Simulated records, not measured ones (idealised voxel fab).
process module | voxel tone inversion
cross-section cut | 175 nm wide | cells 5 nm
A cross-section is a grid of square cells, given in bands from the top down. A band is one or more rows of cells.
Each band's line starts with the height of the band's top and of its bottom, in nm. Then come its materials from left to right, each with its width in nm. One material with "throughout" fills the band from edge to edge. "air" is empty space.
Height 0 is the level under which the wafer as received is all one material. The lowest band goes on downwards, as in "0 down".
A width such as "30 to 40" changes by the same amount from each row of cells to the next, from the band's top row to its bottom row.
"no change" after a step means that no cell of the cross-section changed.
closed voids: empty space of 8 cells or more with no open way to the top, each as width x height at its distance from the left edge, in nm
after a step's settings: what the simulator itself notes on the step
overlay nm, on a step with a mask: how far to the right of its planned place the mask lay; to the left if negative
plan
1 op RECEIVE | material Si
2 op CONFORMAL_DEP | material SiCN | thk nm 10
3 op DIRECTIONAL_DEP | material polySi | thk nm 25
4 op PATTERN | tone cover | mask id POSTS | material resist | width nm 25 | pitch nm 50 | thk nm 35 | overlay nm 0
5 op DIRECTIONAL_ETCH | etch materials polySi | depth nm 25
6 op STRIP | etch materials resist
7 op FILL_DEP | material SiO2 | thk nm 10
8 op CMP | height nm 35
9 op STRIP | etch materials polySi
10 op CONFORMAL_DEP | material TiN | thk nm 5
11 op FILL_DEP | material Cu | thk nm 10
12 op CMP | height nm 35
13 op CONFORMAL_DEP | material SiCN | thk nm 5
as received, after step 1
  0 down: Si throughout
  closed voids: none
first wafer at the end, as planned
  40 to 35: SiCN throughout
  35 to 15: SiO2 25 | TiN 5 | Cu 15 | TiN 5 | SiO2 25 | TiN 5 | Cu 15 | TiN 5 | SiO2 25 | TiN 5 | Cu 15 | TiN 5 | SiO2 25
  15 to 10: SiO2 25 | TiN 25 | SiO2 25 | TiN 25 | SiO2 25 | TiN 25 | SiO2 25
  10 to 0: SiCN throughout
  0 down: Si throughout
  closed voids: none
second wafer at the end: like start, like plan, one mistake
  40 to 25: SiCN throughout
  25 to 0: polySi throughout
  0 down: Si throughout
  closed voids: none
what went wrong: steps 2 and 3 were swapped
at the end the second wafer has, in cells: 36 fewer of Cu | 100 fewer of SiO2 | 39 fewer of TiN | 175 more of polySi
